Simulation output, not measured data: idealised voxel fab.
process module | voxel transistor to metal
cross-section cut | 295 nm wide | cells 5 nm
A cross-section is a grid of square cells, given in bands from the top down. A band is one or more rows of cells.
Each band's line starts with the height of the band's top and of its bottom, in nm. Then come its materials from left to right, each with its width in nm. One material with "throughout" fills the band from edge to edge. "air" is empty space.
Height 0 is the level under which the wafer as received is all one material. The lowest band goes on downwards, as in "0 down".
A width such as "30 to 40" changes by the same amount from each row of cells to the next, from the band's top row to its bottom row.
"no change" after a step means that no cell of the cross-section changed.
closed voids: empty space of 8 cells or more with no open way to the top, each as width x height at its distance from the left edge, in nm
after a step's settings: what the simulator itself notes on the step
overlay nm, on a step with a mask: how far to the right of its planned place the mask lay; to the left if negative
plan
1 op RECEIVE | material Si
2 op OXIDIZE | depth nm 5
3 op CONFORMAL_DEP | material SiN | thk nm 10
4 op MASKED_ETCH | tone cover | mask id ACTIVE | width nm 90 | pitch nm 110 | etch materials SiN | depth nm 10 | overlay nm 0
5 op MASKED_ETCH | tone cover | mask id ACTIVE | width nm 90 | pitch nm 110 | etch materials SiO2 | depth nm 5 | overlay nm 0
6 op MASKED_ETCH | tone cover | mask id ACTIVE | width nm 90 | pitch nm 110 | etch materials Si | depth nm 25 | overlay nm 0
7 op FILL_DEP | material SiO2 | thk nm 15
8 op CMP | height nm 10
9 op SELECTIVE_ETCH | etch materials SiO2 | depth nm 10
10 op STRIP | etch materials SiN
11 op SELECTIVE_ETCH | etch materials SiO2 | depth nm 5
12 op OXIDIZE | depth nm 5
13 op DIRECTIONAL_DEP | material polySi | thk nm 25
14 op DIRECTIONAL_DEP | material SiCN | thk nm 10
15 op MASKED_ETCH | tone cover | mask id GATE | width nm 20 | pitch nm 110 | etch materials SiCN | depth nm 20 | overlay nm 0
16 op MASKED_ETCH | tone cover | mask id GATE | width nm 20 | pitch nm 110 | etch materials polySi | depth nm 35 | overlay nm 0
17 op CONFORMAL_DEP | material SiO2 | thk nm 5
18 op DIRECTIONAL_ETCH | etch materials SiO2 | depth nm 5
19 op CONFORMAL_DEP | material SiN | thk nm 10
20 op DIRECTIONAL_ETCH | etch materials SiN | depth nm 10
21 op DIRECTIONAL_ETCH | etch materials SiO2 | depth nm 5
22 op DIRECTIONAL_ETCH | etch materials Si | depth nm 5
23 op EPI | material SiGe | thk nm 10
24 op FILL_DEP | material SiO2 | thk nm 5
25 op CMP | height nm 30
26 op DIRECTIONAL_DEP | material SiO2 | thk nm 10
27 op PATTERN | tone open | mask id CONTACT | material resist | width nm 15 | thk nm 20 | overlay nm 0
28 op DIRECTIONAL_ETCH | etch materials SiO2 | depth nm 45
29 op STRIP | etch materials resist
30 op CONFORMAL_DEP | material TiN | thk nm 5
31 op FILL_DEP | material W | thk nm 5
32 op CMP | height nm 40
33 op DIRECTIONAL_DEP | material TiN | thk nm 5
34 op DIRECTIONAL_DEP | material Ru | thk nm 25
35 op MASKED_ETCH | tone cover | mask id METAL_1 | width nm 15 | etch materials Ru | depth nm 25 | overlay nm 0
36 op MASKED_ETCH | tone cover | mask id METAL_1 | width nm 15 | etch materials TiN | depth nm 5 | overlay nm 0
37 op FILL_DEP | material SiO2 | thk nm 5
38 op CMP | height nm 70
39 op CONFORMAL_DEP | material SiCN | thk nm 5
40 op DIRECTIONAL_DEP | material SiO2 | thk nm 30
41 op DIRECTIONAL_DEP | material aC | thk nm 10
42 op PATTERN | tone open | mask id METAL_2 | material resist | width nm 15 | pitch nm 110 | thk nm 25 | overlay nm 0
43 op DIRECTIONAL_ETCH | etch materials aC | depth nm 10
44 op STRIP | etch materials resist
45 op DIRECTIONAL_ETCH | etch materials SiO2 | depth nm 15
46 op STRIP | etch materials aC
47 op MASKED_ETCH | tone open | mask id METAL_2_HOLES | width nm 15 | pitch nm 110 | etch materials SiO2 | depth nm 15 | overlay nm 0
48 op MASKED_ETCH | tone open | mask id METAL_2_HOLES | width nm 15 | pitch nm 110 | etch materials SiCN | depth nm 5 | overlay nm 0
49 op CONFORMAL_DEP | material TiN | thk nm 5
50 op FILL_DEP | material Ru | thk nm 10
51 op CMP | height nm 105
52 op CONFORMAL_DEP | material SiN | thk nm 5
as received, after step 1
  0 down: Si throughout
  closed voids: none
first wafer at the end, as planned
  110 to 105: SiN throughout
  105 to 75: SiO2 50 | TiN 5 | Ru 5 | TiN 5 | SiO2 95 | TiN 5 | Ru 5 | TiN 5 | SiO2 120
  75 to 70: SiCN 50 | TiN 15 | SiCN 95 | TiN 15 | SiCN 120
  70 to 45: SiO2 50 | Ru 15 | SiO2 50 | Ru 15 | SiO2 30 | Ru 15 | SiO2 50 | Ru 15 | SiO2 55
  45 to 40: SiO2 50 | TiN 15 | SiO2 50 | TiN 15 | SiO2 30 | TiN 15 | SiO2 50 | TiN 15 | SiO2 55
  40 to 30: SiO2 50 | TiN 5 | W 5 | TiN 5 | SiO2 50 | TiN 5 | W 5 | TiN 5 | SiO2 30 | TiN 5 | W 5 | TiN 5 | SiO2 50 | TiN 5 | W 5 | TiN 5 | SiO2 55
  30 to 20: SiO2 50 | TiN 5 | W 5 | TiN 5 | SiN 10 | SiO2 5 | SiCN 20 | SiO2 5 | SiN 10 | TiN 5 | W 5 | TiN 5 | SiO2 30 | TiN 5 | W 5 | TiN 5 | SiN 10 | SiO2 5 | SiCN 20 | SiO2 5 | SiN 10 | TiN 5 | W 5 | TiN 5 | SiO2 55
  20 to 5: SiO2 50 | TiN 5 | W 5 | TiN 5 | SiN 10 | SiO2 5 | polySi 20 | SiO2 5 | SiN 10 | TiN 5 | W 5 | TiN 5 | SiO2 30 | TiN 5 | W 5 | TiN 5 | SiN 10 | SiO2 5 | polySi 20 | SiO2 5 | SiN 10 | TiN 5 | W 5 | TiN 5 | SiO2 55
  5 to 0: SiO2 50 | TiN 15 | SiN 10 | SiO2 5 | polySi 20 | SiO2 5 | SiN 10 | TiN 15 | SiO2 30 | TiN 15 | SiN 10 | SiO2 5 | polySi 20 | SiO2 5 | SiN 10 | TiN 15 | SiO2 55
  0 to -5: SiO2 50 | TiN 5 | SiGe 10 | SiN 10 | SiO2 5 | polySi 20 | SiO2 5 | SiN 10 | SiGe 10 | TiN 5 | SiO2 30 | TiN 5 | SiGe 10 | SiN 10 | SiO2 5 | polySi 20 | SiO2 5 | SiN 10 | SiGe 10 | TiN 5 | SiO2 55
  -5 to -10: SiO2 40 | SiGe 25 | SiO2 50 | SiGe 25 | SiO2 10 | SiGe 25 | SiO2 50 | SiGe 25 | SiO2 45
  -10 to -15: SiO2 45 | SiGe 20 | Si 50 | SiGe 20 | SiO2 20 | SiGe 20 | Si 50 | SiGe 20 | SiO2 50
  -15 to -30: SiO2 45 | Si 90 | SiO2 20 | Si 90 | SiO2 50
  -30 down: Si throughout
  closed voids: none
second wafer at the end: like start, like plan, one mistake
  110 to 105: SiN throughout
  105 to 75: SiO2 50 | TiN 5 | Ru 5 | TiN 5 | SiO2 95 | TiN 5 | Ru 5 | TiN 5 | SiO2 120
  75 to 70: SiCN 50 | TiN 15 | SiCN 95 | TiN 15 | SiCN 120
  70 to 45: SiO2 50 | Ru 15 | SiO2 50 | Ru 15 | SiO2 30 | Ru 15 | SiO2 50 | Ru 15 | SiO2 55
  45 to 40: SiO2 50 | TiN 15 | SiO2 50 | TiN 15 | SiO2 30 | TiN 15 | SiO2 50 | TiN 15 | SiO2 55
  40 to 35: SiO2 50 | TiN 5 | W 5 | TiN 5 | SiO2 50 | TiN 5 | W 5 | TiN 5 | SiO2 30 | TiN 5 | W 5 | TiN 5 | SiO2 50 | TiN 5 | W 5 | TiN 5 | SiO2 55
  35 to 30: SiO2 50 | TiN 5 | W 5 | TiN 5 | SiO2 50 | TiN 15 | SiO2 30 | TiN 5 | W 5 | TiN 5 | SiO2 50 | TiN 15 | SiO2 55
  30 to 20: SiO2 50 | TiN 5 | W 5 | TiN 5 | SiO2 5 | SiN 10 | SiO2 5 | SiCN 20 | SiO2 5 | SiN 10 | TiN 10 | SiO2 30 | TiN 5 | W 5 | TiN 5 | SiO2 5 | SiN 10 | SiO2 5 | SiCN 20 | SiO2 5 | SiN 10 | TiN 10 | SiO2 55
  20 to 5: SiO2 50 | TiN 5 | W 5 | TiN 5 | SiN 10 | SiO2 5 | polySi 25 | SiO2 5 | SiN 10 | TiN 10 | SiO2 30 | TiN 5 | W 5 | TiN 5 | SiN 10 | SiO2 5 | polySi 25 | SiO2 5 | SiN 10 | TiN 10 | SiO2 55
  5 to 0: SiO2 50 | TiN 15 | SiN 10 | SiO2 5 | polySi 25 | SiO2 5 | SiN 10 | TiN 10 | SiO2 30 | TiN 15 | SiN 10 | SiO2 5 | polySi 25 | SiO2 5 | SiN 10 | TiN 10 | SiO2 55
  0 to -5: SiO2 50 | TiN 5 | SiGe 10 | SiN 10 | SiO2 5 | polySi 25 | SiO2 5 | SiN 10 | SiGe 10 | SiO2 30 | TiN 5 | SiGe 10 | SiN 10 | SiO2 5 | polySi 25 | SiO2 5 | SiN 10 | SiGe 10 | SiO2 55
  -5 to -10: SiO2 40 | SiGe 25 | SiO2 55 | SiGe 20 | SiO2 10 | SiGe 25 | SiO2 55 | SiGe 20 | SiO2 45
  -10 to -15: SiO2 45 | SiGe 20 | Si 55 | SiGe 15 | SiO2 20 | SiGe 20 | Si 55 | SiGe 15 | SiO2 50
  -15 to -30: SiO2 45 | Si 90 | SiO2 20 | Si 90 | SiO2 50
  -30 down: Si throughout
  closed voids: none
what went wrong: step 15 ran as: op MASKED_ETCH | tone cover | mask id GATE | width nm 20 | pitch nm 110 | etch materials SiCN | depth nm 20 | overlay nm 5
at the end the second wafer has, in cells: 2 more of Si | 4 fewer of SiGe | 6 more of SiO2 | 2 fewer of TiN | 12 fewer of W | 10 more of polySi
